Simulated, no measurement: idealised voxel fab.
A process module follows: voxel fin reveal.
This is section cut - it's 180 nm across, gridded in 5 nm square cells.
Cross-sections here: square-cell grids, written as top-down lists of bands, a band being one or more rows of cells.
Band entry format. Leading values: height of top, height of bottom, nm. Remainder: materials in left-to-right order, each with its width in nm. Special words: "all across" on a single material, which then fills the band edge to edge; "empty", empty space.
The level at which height equals 0 is the one under which the wafer, as it arrives, is entirely one material. No lower edge exists for the bottom band, which continues downward and is notated as in "0..down".
Top row gets the first number, bottom row gets the second, and each row in between changes by the same step: that is how a band width like "30 to 40" works.
"all unchanged" for a step: no cell of the cross-section changed in that step.
The list in "Closed empty spaces" covers empty spaces of 8 cells or more that cannot reach the top through any open way, and it gives each as width x height at distance; the distance is from the left edge, and width, height and distance are in nm.
Past the settings on a step's line: simulator remark, on that step.
Among the settings permitted on a step's line is "overlay nm"; applied to a step with a mask, it specifies the extent to which the mask lay to the right of its planned position, whereas a negative figure signifies a position to the left.

# List of planned process steps
| 1 | RECEIVE,material Si |
| 2 | CONFORMAL_DEP,material SiN,thk nm 10 |
| 3 | DIRECTIONAL_DEP,material aC,thk nm 15 |
| 4 | PATTERN,tone cover,mask id FINS,material resist,width nm 15,pitch nm 40,thk nm 35,overlay nm 0 |
| 5 | DIRECTIONAL_ETCH,etch materials aC,depth nm 15 |
| 6 | STRIP,etch materials resist |
| 7 | DIRECTIONAL_ETCH,etch materials SiN,depth nm 10 |
| 8 | DIRECTIONAL_ETCH,etch materials Si,depth nm 35 |
| 9 | STRIP,etch materials aC |
| 10 | FILL_DEP,material SiO2,thk nm 10 |
| 11 | CMP,height nm 10 |
| 12 | SELECTIVE_ETCH,etch materials SiO2,depth nm 20 |
| 13 | STRIP,etch materials SiN |

# The following pertains to the first of two wafers, which was processed as planned

# Shown in cross-section is the wafer as received, that is, as it stands after step 1
    0..down | Si all across
    Closed empty spaces: none

# Wafer xsec, post step 2
    10..0 | SiN all across
    All layers under 0 are left as they were.

# Wafer xsec, post step 3
    25..10 | aC all across
    All layers under 10 are left as they were.

# Wafer xsec, post step 4
    60..25 | empty 40, then resist 15, then empty 25, then resist 15, then empty 25, then resist 15, then empty 45
    All layers under 25 are left as they were.

# Wafer xsec, post step 5
    45..25 | empty 40, then resist 15, then empty 25, then resist 15, then empty 25, then resist 15, then empty 45
    25..10 | empty 40, then aC 15, then empty 25, then aC 15, then empty 25, then aC 15, then empty 45
    All layers under 10 are left as they were.

# Wafer xsec, post step 6
    25..10 | empty 40, then aC 15, then empty 25, then aC 15, then empty 25, then aC 15, then empty 45
    All layers under 10 are left as they were.

# Wafer xsec, post step 7
    25..10 | empty 40, then aC 15, then empty 25, then aC 15, then empty 25, then aC 15, then empty 45
    10..0 | empty 40, then SiN 15, then empty 25, then SiN 15, then empty 25, then SiN 15, then empty 45
    All layers under 0 are left as they were.

# Wafer xsec, post step 8
    25..10 | empty 40, then aC 15, then empty 25, then aC 15, then empty 25, then aC 15, then empty 45
    10..0 | empty 40, then SiN 15, then empty 25, then SiN 15, then empty 25, then SiN 15, then empty 45
    0..-35 | empty 40, then Si 15, then empty 25, then Si 15, then empty 25, then Si 15, then empty 45
    All layers under -35 are left as they were.

# Wafer xsec, post step 9
    10..0 | empty 40, then SiN 15, then empty 25, then SiN 15, then empty 25, then SiN 15, then empty 45
    All layers under 0 are left as they were.

# Wafer xsec, post step 10
    20..10 | SiO2 all across
    10..0 | SiO2 40, then SiN 15, then SiO2 25, then SiN 15, then SiO2 25, then SiN 15, then SiO2 45
    0..-35 | SiO2 40, then Si 15, then SiO2 25, then Si 15, then SiO2 25, then Si 15, then SiO2 45
    All layers under -35 are left as they were.

# Wafer xsec, post step 11
    10..0 | SiO2 40, then SiN 15, then SiO2 25, then SiN 15, then SiO2 25, then SiN 15, then SiO2 45
    All layers under 0 are left as they were.

# Wafer xsec, post step 12
    10..0 | empty 40, then SiN 15, then empty 25, then SiN 15, then empty 25, then SiN 15, then empty 45
    0..-10 | empty 40, then Si 15, then empty 25, then Si 15, then empty 25, then Si 15, then empty 45
    All layers under -10 are left as they were.

# Wafer xsec, post step 13
    0..-10 | empty 40, then Si 15, then empty 25, then Si 15, then empty 25, then Si 15, then empty 45
    All layers under -10 are left as they were.

# Wafer two: like wafer one in start and plan, but with one mistake in execution; identical up to and including step 7

# Cross-section: second wafer, time at which step 8 was scheduled to end
    25..10 | empty 40, then aC 15, then empty 25, then aC 15, then empty 25, then aC 15, then empty 45
    10..0 | empty 40, then SiN 15, then empty 25, then SiN 15, then empty 25, then SiN 15, then empty 45
    0..-25 | empty 40, then Si 15, then empty 25, then Si 15, then empty 25, then Si 15, then empty 45
    All layers under -25 are left as they were.

# Cross-section: second wafer, time at which step 9 was scheduled to end
    10..0 | empty 40, then SiN 15, then empty 25, then SiN 15, then empty 25, then SiN 15, then empty 45
    All layers under 0 are left as they were.

# Cross-section: second wafer, time at which step 10 was scheduled to end
    20..10 | SiO2 all across
    10..0 | SiO2 40, then SiN 15, then SiO2 25, then SiN 15, then SiO2 25, then SiN 15, then SiO2 45
    0..-25 | SiO2 40, then Si 15, then SiO2 25, then Si 15, then SiO2 25, then Si 15, then SiO2 45
    All layers under -25 are left as they were.

# Cross-section: second wafer, time at which step 11 was scheduled to end
    10..0 | SiO2 40, then SiN 15, then SiO2 25, then SiN 15, then SiO2 25, then SiN 15, then SiO2 45
    All layers under 0 are left as they were.

# Cross-section: second wafer, time at which step 12 was scheduled to end
    10..0 | empty 40, then SiN 15, then empty 25, then SiN 15, then empty 25, then SiN 15, then empty 45
    0..-10 | empty 40, then Si 15, then empty 25, then Si 15, then empty 25, then Si 15, then empty 45
    All layers under -10 are left as they were.

# Cross-section: second wafer, time at which step 13 was scheduled to end
    0..-10 | empty 40, then Si 15, then empty 25, then Si 15, then empty 25, then Si 15, then empty 45
    All layers under -10 are left as they were.
What was the processing mistake? planned and actual differ for step 8; actual: DIRECTIONAL_ETCH,etch materials Si,depth nm 25
Final difference in cells, second wafer against first, listed per material as more or fewer: +54 Si | -54 SiO2
